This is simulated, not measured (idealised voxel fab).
Process module under the name voxel wiring stack
160 nm wide, 5 nm square cells: that's cross-section cut.
Throughout this document, each cross-section is represented as a grid of square cells and is presented as a sequence of bands enumerated from the top downward, where a band comprises one or more rows of cells.
Heights first: top, then bottom, in nm. Then materials, left to right, each with a width in nm. "everywhere" on a single material: fills the band edge to edge. "blank": empty space.
Heights are measured from 0, the level below which the as-received wafer is all one material; the lowest band has no bottom and continues downward, written as in "from 0 down".
Width "30..40": first value at the band's top row of cells, second value at its bottom row, equal change from row to row.
Step note "nothing different" = no cross-section cell changed.
Enclosed voids (no open way to top), threshold 8 cells or more, entry "Voids, sealed", notation width x height at distance, distance from left edge, nm.
Read whatever lies past the settings on a step's line as the simulator's own remark about the step.
"overlay nm", when on a step's line for a step with a mask, measures how far to the right of its planned place the mask lay; a negative measure means to the left.

## These are the steps we planned for the process
1,RECEIVE (material Si)
2,CONFORMAL_DEP (material SiO2; thk nm 15)
3,DIRECTIONAL_DEP (material TiN; thk nm 5)
4,DIRECTIONAL_DEP (material Ru; thk nm 20)
5,DIRECTIONAL_DEP (material aC; thk nm 15)
6,PATTERN (tone cover; mask id METAL_1; material resist; width nm 20; pitch nm 35; thk nm 35; overlay nm 0)
7,DIRECTIONAL_ETCH (etch materials aC; depth nm 15)
8,STRIP (etch materials resist)
9,DIRECTIONAL_ETCH (etch materials Ru; depth nm 20)
10,DIRECTIONAL_ETCH (etch materials TiN; depth nm 5)
11,STRIP (etch materials aC)
12,CONFORMAL_DEP (material SiCN; thk nm 5)
13,FILL_DEP (material SiO2; thk nm 10)
14,CMP (height nm 40)
15,CONFORMAL_DEP (material SiCN; thk nm 5)
16,DIRECTIONAL_DEP (material lowk; thk nm 30)
17,MASKED_ETCH (tone open; mask id METAL_2; width nm 20; pitch nm 35; etch materials lowk; depth nm 20; overlay nm 0)
18,DIRECTIONAL_DEP (material aC; thk nm 10)
19,PATTERN (tone open; mask id METAL_2_HOLES; material resist; width nm 15; pitch nm 70; thk nm 30; overlay nm 0)
20,DIRECTIONAL_ETCH (etch materials aC; depth nm 10)
21,STRIP (etch materials resist)
22,DIRECTIONAL_ETCH (etch materials lowk; depth nm 10)
23,DIRECTIONAL_ETCH (etch materials SiCN; depth nm 5)
24,STRIP (etch materials aC)
25,CONFORMAL_DEP (material TiN; thk nm 5)
26,FILL_DEP (material Cu; thk nm 10)
27,CMP (height nm 75)
28,CONFORMAL_DEP (material SiN; thk nm 5)

## So this is the incoming wafer in cross-section - it's already been through step 1
> from 0 down  Si everywhere
> Voids, sealed: none

## Below is the wafer in cross-section after the module was completed. It began from the starting point shown above and followed the plan shown above, except that one mistake was made while running it
> from 80 to 75  SiN everywhere
> from 75 to 60  15 lowk, 5 TiN, 10 Cu, 5 TiN, 15 lowk, 5 TiN, 10 Cu, 5 TiN, 15 lowk, 5 TiN, 10 Cu, 5 TiN, 15 lowk, 5 TiN, 10 Cu, 5 TiN, 20 lowk
> from 60 to 55  15 lowk, 5 TiN, 5 Cu, 10 TiN, 15 lowk, 20 TiN, 15 lowk, 5 TiN, 5 Cu, 10 TiN, 15 lowk, 20 TiN, 20 lowk
> from 55 to 45  15 lowk, 5 TiN, 5 Cu, 5 TiN, 55 lowk, 5 TiN, 5 Cu, 5 TiN, 60 lowk
> from 45 to 40  15 SiCN, 15 TiN, 55 SiCN, 15 TiN, 60 SiCN
> from 40 to 20  10 SiO2, 5 TiN, 20 Ru, 5 TiN, 5 SiO2, 5 TiN, 20 Ru, 5 TiN, 5 SiO2, 5 TiN, 20 Ru, 5 TiN, 5 SiO2, 5 TiN, 20 Ru, 5 TiN, 15 SiO2
> from 20 to 15  TiN everywhere
> from 15 to 0  SiO2 everywhere
> from 0 down  Si everywhere
> Voids, sealed: none
Here's what went sideways: so step 12 ended up running with a different setting than we planned, it ran as CONFORMAL_DEP (material TiN; thk nm 5)
